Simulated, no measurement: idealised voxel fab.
The following process module bears the name voxel capacitor over wiring.
We display cut, a cross-section 225 nm in width whose square cells are each 5 nm.
Cross-section format: a grid of square cells, given as bands from top to bottom; each band is one or more rows of cells.
Within each band entry, the heights of the top and of the bottom of the band appear first, in that order and in nm; the materials of the band then follow from left to right, each with its corresponding width in nm. The designation "throughout" on a single material indicates that it fills the band from edge to edge; the designation "empty" indicates empty space.
Below 0: as-received wafer, all one material; heights counted from there. Lowest band: no bottom, goes on down, written "top 0, no bottom".
Think of "30 to 40" as a width that walks from the first number to the second as you go down the band, top row to bottom row, taking equal-sized steps from row to row.
Step marked "all unchanged"? Then no cell in the cross-section changed in it.
In the "Trapped cavities" entry, you get each enclosed empty space of 8 cells or more, one with no open way to the top, written width x height at distance, distance from the left edge, in nm.
Heads up: the bit after the settings on a step's line is the simulator's remark on that step.
"overlay nm" answers the question of how far to the right of plan the mask lay on a step that has a mask, and when it is negative the answer is to the left.
[plan]
1: RECEIVE | material Si
2: CONFORMAL_DEP | material SiO2 | thk nm 15
3: DIRECTIONAL_DEP | material TiN | thk nm 5
4: DIRECTIONAL_DEP | material W | thk nm 15
5: DIRECTIONAL_DEP | material aC | thk nm 10
6: PATTERN | tone cover | mask id METAL_1 | material resist | width nm 30 | pitch nm 95 | thk nm 30 | overlay nm 0
7: DIRECTIONAL_ETCH | etch materials aC | depth nm 10
8: STRIP | etch materials resist
9: DIRECTIONAL_ETCH | etch materials W | depth nm 15
10: DIRECTIONAL_ETCH | etch materials TiN | depth nm 5
11: STRIP | etch materials aC
12: CONFORMAL_DEP | material SiN | thk nm 5
13: FILL_DEP | material lowk | thk nm 10
14: CMP | height nm 35
15: CONFORMAL_DEP | material SiCN | thk nm 5
16: DIRECTIONAL_DEP | material SiO2 | thk nm 20
17: PATTERN | tone open | mask id PLUG_1 | material resist | width nm 15 | thk nm 20 | overlay nm 0
18: DIRECTIONAL_ETCH | etch materials SiO2 | depth nm 20
19: DIRECTIONAL_ETCH | etch materials SiCN | depth nm 5
20: STRIP | etch materials resist
21: EPI | material Ru | thk nm 10
22: EPI | material Ru | thk nm 10
23: EPI | material Ru | thk nm 5
24: DIRECTIONAL_DEP | material TiN | thk nm 5
25: DIRECTIONAL_DEP | material Al2O3 | thk nm 5
26: DIRECTIONAL_DEP | material TiN | thk nm 10
27: PATTERN | tone cover | mask id UPPER_PLATE | material resist | width nm 70 | thk nm 20 | overlay nm 0
28: DIRECTIONAL_ETCH | etch materials TiN | depth nm 10
29: DIRECTIONAL_ETCH | etch materials Al2O3 | depth nm 5
30: STRIP | etch materials resist
31: PATTERN | tone cover | mask id LOWER_PLATE | material resist | width nm 80 | thk nm 15 | overlay nm 0
32: DIRECTIONAL_ETCH | etch materials TiN | depth nm 5
33: STRIP | etch materials resist
34: FILL_DEP | material SiO2 | thk nm 20
35: CMP | height nm 95
36: MASKED_ETCH | tone open | mask id PLUG_2 | width nm 15 | etch materials SiO2 | depth nm 15 | overlay nm 0
37: CONFORMAL_DEP | material TiN | thk nm 5
38: FILL_DEP | material W | thk nm 10
39: CMP | height nm 95
40: CONFORMAL_DEP | material SiCN | thk nm 5
[as received, after step 1]
	top 0, no bottom = Si throughout
	Trapped cavities: none
[Here's the cross-section of the first of our two wafers at the end of the module - it ran as planned]
	top 100, bottom 95 = SiCN throughout
	top 95, bottom 85 = SiO2 75 / TiN 5 / W 5 / TiN 5 / SiO2 135
	top 85, bottom 80 = SiO2 75 / TiN 15 / SiO2 135
	top 80, bottom 70 = SiO2 65 / TiN 70 / SiO2 90
	top 70, bottom 65 = SiO2 65 / Al2O3 70 / SiO2 90
	top 65, bottom 60 = SiO2 60 / TiN 80 / SiO2 85
	top 60, bottom 40 = SiO2 65 / Ru 15 / SiO2 145
	top 40, bottom 35 = SiCN 65 / Ru 15 / SiCN 145
	top 35, bottom 20 = lowk 45 / SiN 5 / W 30 / SiN 5 / lowk 55 / SiN 5 / W 30 / SiN 5 / lowk 45
	top 20, bottom 15 = SiN 50 / TiN 30 / SiN 65 / TiN 30 / SiN 50
	top 15, bottom 0 = SiO2 throughout
	top 0, no bottom = Si throughout
	Trapped cavities: none
[What the second wafer looks like in cross-section once the module is done. Its start and its plan matched the first wafer's exactly; what differed was one mistake in how it was run]
	top 100, bottom 95 = SiCN throughout
	top 95, bottom 85 = SiO2 75 / TiN 5 / W 5 / TiN 5 / SiO2 135
	top 85, bottom 80 = SiO2 75 / TiN 15 / SiO2 135
	top 80, bottom 70 = SiO2 65 / TiN 15 / SiO2 40 / TiN 15 / SiO2 90
	top 70, bottom 65 = SiO2 65 / Al2O3 15 / SiO2 40 / Al2O3 15 / SiO2 90
	top 65, bottom 60 = SiO2 60 / TiN 20 / SiO2 40 / TiN 20 / SiO2 85
	top 60, bottom 55 = SiO2 25 / Ru 40 / SiO2 55 / Ru 80 / SiO2 25
	top 55, bottom 45 = SiO2 25 / Ru 40 / SiO2 15 / TiN 40 / Ru 80 / SiO2 25
	top 45, bottom 40 = SiO2 25 / Ru 40 / SiO2 15 / Al2O3 40 / Ru 80 / SiO2 25
	top 40, bottom 35 = SiO2 25 / Ru 40 / SiCN 15 / TiN 40 / Ru 80 / SiO2 25
	top 35, bottom 20 = lowk 45 / SiN 5 / W 30 / SiN 5 / lowk 55 / SiN 5 / W 30 / SiN 5 / lowk 45
	top 20, bottom 15 = SiN 50 / TiN 30 / SiN 65 / TiN 30 / SiN 50
	top 15, bottom 0 = SiO2 throughout
	top 0, no bottom = Si throughout
	Trapped cavities: none
The plan and the run diverged here: rather than as planned, step 17 actually ran as PATTERN | tone cover | mask id PLUG_1 | material resist | width nm 15 | thk nm 20 | overlay nm 0
It is noted that, at the conclusion of processing, the second wafer exhibits a higher or lower cell count for certain materials relative to the first: Ru: 105 more; SiCN: 39 fewer; SiO2: 66 fewer
